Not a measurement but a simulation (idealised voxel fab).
The following is a process module called voxel wiring stack.
cross-section cut | 240 nm wide | cells 5 nm
We lay out every cross-section as a grid of square cells and spell it out in bands from the top down, where one band means one or more rows of cells. Heads up on the band format: heights come first, top then bottom, in nm. After that it's the materials left to right, each with its width in nm. A single material flagged "everywhere" fills the whole band edge to edge, and "air" means there's empty space there. Heights from 0 (as-received wafer is one material below). Bottom band endless downward, as "0 and below". You'd read "30->40" like this: the band's top row of cells is as wide as the first number, its bottom row is as wide as the second, and going down, every row changes width by the same amount as the row before did. No cell of the cross-section changed in a step that is given as "remains unaltered". The entry titled "Voids, sealed" provides the empty spaces that have no open way to the top, restricted to those of 8 cells or more. Each is presented as width x height at distance, the distance being measured from the left edge, with all three in nm. On each step's line, the part that comes after the settings is the simulator's own comment on the step. "overlay nm", when on a step's line for a step with a mask, measures how far to the right of its planned place the mask lay; a negative measure means to the left.
Steps planned for the process:
| 1 | RECEIVE | material Si |
| 2 | CONFORMAL_DEP | material SiO2 | thk nm 10 |
| 3 | DIRECTIONAL_DEP | material TiN | thk nm 5 |
| 4 | DIRECTIONAL_DEP | material Ru | thk nm 20 |
| 5 | MASKED_ETCH | tone cover | mask id METAL_1 | width nm 20 | pitch nm 40 | etch materials Ru | depth nm 20 | overlay nm 0 |
| 6 | MASKED_ETCH | tone cover | mask id METAL_1 | width nm 20 | pitch nm 40 | etch materials TiN | depth nm 5 | overlay nm 0 |
| 7 | FILL_DEP | material SiO2 | thk nm 5 |
| 8 | CMP | height nm 35 |
| 9 | CONFORMAL_DEP | material SiCN | thk nm 5 |
| 10 | DIRECTIONAL_DEP | material lowk | thk nm 10 |
| 11 | MASKED_ETCH | tone open | mask id PLUG_1 | width nm 15 | pitch nm 80 | etch materials lowk | depth nm 10 | overlay nm 0 |
| 12 | MASKED_ETCH | tone open | mask id PLUG_1 | width nm 15 | pitch nm 80 | etch materials SiCN | depth nm 5 | overlay nm 0 |
| 13 | CONFORMAL_DEP | material TiN | thk nm 5 |
| 14 | FILL_DEP | material Ru | thk nm 10 |
| 15 | CMP | height nm 50 |
| 16 | DIRECTIONAL_DEP | material TiN | thk nm 5 |
| 17 | DIRECTIONAL_DEP | material Ru | thk nm 20 |
| 18 | PATTERN | tone cover | mask id METAL_2 | material resist | width nm 20 | pitch nm 40 | thk nm 20 | overlay nm 0 |
| 19 | DIRECTIONAL_ETCH | etch materials Ru | depth nm 20 |
| 20 | DIRECTIONAL_ETCH | etch materials TiN | depth nm 5 |
| 21 | STRIP | etch materials resist |
| 22 | CONFORMAL_DEP | material SiCN | thk nm 5 |
| 23 | FILL_DEP | material lowk | thk nm 5 |
| 24 | CMP | height nm 75 |
| 25 | CONFORMAL_DEP | material SiCN | thk nm 5 |
Here's what the wafer looked like in cross-section when it arrived - that's after step 1:
- 0 and below = Si everywhere
- Voids, sealed: none
First wafer of two, sectioned at end of module; run went per plan:
- 80 down to 75 = SiCN everywhere
- 75 down to 55 = 65 nm lowk; 5 nm SiCN; 20 nm Ru; 5 nm SiCN; 10 nm lowk; 5 nm SiCN; 20 nm Ru; 5 nm SiCN; 10 nm lowk; 5 nm SiCN; 20 nm Ru; 5 nm SiCN; 65 nm lowk
- 55 down to 50 = 70 nm SiCN; 20 nm TiN; 20 nm SiCN; 20 nm TiN; 20 nm SiCN; 20 nm TiN; 70 nm SiCN
- 50 down to 40 = 70 nm lowk; 5 nm TiN; 5 nm Ru; 5 nm TiN; 65 nm lowk; 5 nm TiN; 5 nm Ru; 5 nm TiN; 75 nm lowk
- 40 down to 35 = 70 nm SiCN; 15 nm TiN; 65 nm SiCN; 15 nm TiN; 75 nm SiCN
- 35 down to 15 = 70 nm SiO2; 20 nm Ru; 20 nm SiO2; 20 nm Ru; 20 nm SiO2; 20 nm Ru; 70 nm SiO2
- 15 down to 10 = 70 nm SiO2; 20 nm TiN; 20 nm SiO2; 20 nm TiN; 20 nm SiO2; 20 nm TiN; 70 nm SiO2
- 10 down to 0 = SiO2 everywhere
- 0 and below = Si everywhere
- Voids, sealed: none
Wafer two cross-section, module end. Start and plan unchanged from wafer one; one mistake made during the run:
- 80 down to 75 = SiCN everywhere
- 75 down to 55 = 65 nm lowk; 5 nm SiCN; 20 nm Ru; 5 nm SiCN; 10 nm lowk; 5 nm SiCN; 20 nm Ru; 5 nm SiCN; 10 nm lowk; 5 nm SiCN; 20 nm Ru; 5 nm SiCN; 65 nm lowk
- 55 down to 50 = 70 nm SiCN; 20 nm TiN; 20 nm SiCN; 20 nm TiN; 20 nm SiCN; 20 nm TiN; 70 nm SiCN
- 50 down to 40 = 70 nm lowk; 5 nm TiN; 5 nm Ru; 5 nm TiN; 65 nm lowk; 5 nm TiN; 5 nm Ru; 5 nm TiN; 75 nm lowk
- 40 down to 35 = 70 nm SiCN; 15 nm TiN; 65 nm SiCN; 15 nm TiN; 75 nm SiCN
- 35 down to 15 = Ru everywhere
- 15 down to 10 = 70 nm Ru; 20 nm TiN; 20 nm Ru; 20 nm TiN; 20 nm Ru; 20 nm TiN; 70 nm Ru
- 10 down to 0 = SiO2 everywhere
- 0 and below = Si everywhere
- Voids, sealed: none
Diagnosis: step 7 ran with different settings than intended, the actual operation and settings being FILL_DEP | material Ru | thk nm 5
Wrapping up, a cell-based count of both wafers puts the second over or under the first for these materials: Ru: 180 more; SiO2: 180 fewer
